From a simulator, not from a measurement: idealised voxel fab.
Process module in this document: voxel self aligned contacts
Cross-sectional view cut (width: 265 nm; square cell size: 5 nm).
If you're reading a cross-section in this doc, picture square cells in a grid; it comes to you as bands, top ones listed first down to the bottom, and a band can be one or more rows of cells. The band entry comprises the height of the band's top followed by the height of its bottom, expressed in nm, and subsequently the band's materials from left to right, each stated together with its width in nm. Where a single material is marked with the word "full width", that material fills the band from edge to edge. The word "air" represents empty space. Beneath 0, the wafer as received is one material, and that level is where height counting begins. The lowest band goes on downward without a bottom; it is written like "0 nm and below". Per-row width for "30->40": begins at first number (top row of band), ends at second number (bottom row), increment between rows held constant. It should be understood that the words "all unchanged", when stated for a given step, signify that the cross-section underwent no change in any of its cells during that step. Reported under the label "Enclosed cavity list" are the empty spaces having no open way to the top and comprising 8 cells or more; the notation for each is width x height at distance, in which the distance is measured from the left edge and all three values are in nm. What comes after the settings on a step's line is commentary from the simulator itself on that step. overlay nm: step with mask; distance mask lay right of planned place; negative value = left of planned place.

[Planned process steps]
step 1: op RECEIVE | material Si
step 2: op OXIDIZE | depth nm 5
step 3: op DIRECTIONAL_DEP | material polySi | thk nm 20
step 4: op DIRECTIONAL_DEP | material SiN | thk nm 20
step 5: op MASKED_ETCH | tone cover | mask id GATE | width nm 35 | pitch nm 60 | etch materials SiN | depth nm 20 | overlay nm 0
step 6: op MASKED_ETCH | tone cover | mask id GATE | width nm 35 | pitch nm 60 | etch materials polySi | depth nm 20 | overlay nm 0
step 7: op CONFORMAL_DEP | material SiN | thk nm 5
step 8: op DIRECTIONAL_ETCH | etch materials SiN | depth nm 5
step 9: op FILL_DEP | material SiO2 | thk nm 10
step 10: op CMP | height nm 45
step 11: op PATTERN | tone open | mask id CONTACT | material resist | width nm 45 | thk nm 20 | overlay nm 0
step 12: op DIRECTIONAL_ETCH | etch materials SiO2 | depth nm 50
step 13: op STRIP | etch materials resist
step 14: op CONFORMAL_DEP | material TiN | thk nm 5
step 15: op FILL_DEP | material W | thk nm 10
step 16: op CMP | height nm 45
step 17: op CONFORMAL_DEP | material SiN | thk nm 5

[Delivered wafer in cross-section: state after step 1]
- 0 nm and below | Si full width
- Enclosed cavity list: none

[Below is the wafer in cross-section after the module was completed. It began from the starting point shown above and followed the plan shown above, except that one mistake was made while running it]
- 65 nm to 60 nm | SiN full width
- 60 nm to 50 nm | W full width
- 50 nm to 45 nm | TiN: 115; W: 35; TiN: 115
- 45 nm to 40 nm | SiO2: 110; TiN: 20; W: 5; TiN: 20; SiO2: 110
- 40 nm to 20 nm | SiO2: 80; SiN: 45; TiN: 5; W: 5; TiN: 5; SiN: 45; SiO2: 80
- 20 nm to 0 nm | SiO2: 80; SiN: 5; polySi: 35; SiN: 5; TiN: 5; W: 5; TiN: 5; SiN: 5; polySi: 35; SiN: 5; SiO2: 80
- 0 nm to -5 nm | SiO2: 125; TiN: 15; SiO2: 125
- -5 nm and below | Si full width
- Enclosed cavity list: none
It is concluded that the wafer was processed incorrectly with respect to the plan, in that the run left out plan step 16 entirely, so it was never executed
